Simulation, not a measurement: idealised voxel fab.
Presented below is a process module, voxel self aligned contacts.
The cross-section on display is named cut; it measures 145 nm wide, and its cells are 5 nm squares.
Cross-section, as written here: a square-cell grid given band by band from the top down, where a band holds one or more rows of cells.
This entry defines a band. It first specifies the height of the band's top and the height of its bottom in nm, and then specifies the band's materials from left to right, stating each material with its width in nm. The word "everywhere" identifies a single material that fills the band from edge to edge, while the word "air" identifies empty space.
Counting heights begins at 0, where everything beneath is, in the wafer as received, one material. The lowest band has no bottom; it goes on downwards, as "0 -> down" shows.
The notation "30 to 40" denotes a width that varies across the rows of cells in the band, beginning at the first number in the top row, finishing at the second number in the bottom row, and changing by an identical amount from each row to the next.
No cell of the cross-section changed in a step that is given as "nothing changed".
In the "Completely sealed voids" entry, you get each enclosed empty space of 8 cells or more, one with no open way to the top, written width x height at distance, distance from the left edge, in nm.
after a step's settings: what the simulator itself notes on the step
On any step carrying a mask, the "overlay nm" setting, if present on the step's line, tells how far right of its planned place the mask lay; negative values point to the left.
### Here's what the planned process steps look like
| 1 | RECEIVE: material Si |
| 2 | CONFORMAL_DEP: material SiO2, thk nm 5 |
| 3 | DIRECTIONAL_DEP: material polySi, thk nm 30 |
| 4 | DIRECTIONAL_DEP: material SiN, thk nm 20 |
| 5 | DIRECTIONAL_DEP: material aC, thk nm 15 |
| 6 | PATTERN: tone cover, mask id GATE, material resist, width nm 30, pitch nm 55, thk nm 30, overlay nm 0 |
| 7 | DIRECTIONAL_ETCH: etch materials aC, depth nm 15 |
| 8 | STRIP: etch materials resist |
| 9 | DIRECTIONAL_ETCH: etch materials SiN, depth nm 20 |
| 10 | DIRECTIONAL_ETCH: etch materials polySi, depth nm 30 |
| 11 | STRIP: etch materials aC |
| 12 | CONFORMAL_DEP: material SiN, thk nm 5 |
| 13 | DIRECTIONAL_ETCH: etch materials SiN, depth nm 5 |
| 14 | FILL_DEP: material SiO2, thk nm 10 |
| 15 | CMP: height nm 60 |
| 16 | MASKED_ETCH: tone open, mask id CONTACT, width nm 35, etch materials SiO2, depth nm 60, overlay nm 0 |
| 17 | CONFORMAL_DEP: material TiN, thk nm 5 |
| 18 | FILL_DEP: material W, thk nm 10 |
| 19 | CMP: height nm 60 |
| 20 | CONFORMAL_DEP: material SiN, thk nm 5 |
### Received-state cross-section, reflecting completion of step 1
> 0 -> down = Si everywhere
> Completely sealed voids: none
### Figure: cross-sectional view of the wafer upon completion of the module, processed from the initial state and according to the plan depicted above, with one error introduced during execution
> 60 -> 55 = SiN everywhere
> 55 -> 35 = 25 of SiO2  40 of SiN  5 of TiN  5 of W  5 of TiN  40 of SiN  25 of SiO2
> 35 -> 5 = 25 of SiO2  5 of SiN  30 of polySi  5 of SiN  5 of TiN  5 of W  5 of TiN  5 of SiN  30 of polySi  5 of SiN  25 of SiO2
> 5 -> 0 = 65 of SiO2  15 of TiN  65 of SiO2
> 0 -> down = Si everywhere
> Completely sealed voids: none
Run error: the process deviated at step 19: the operation and settings actually run there were CMP: height nm 55
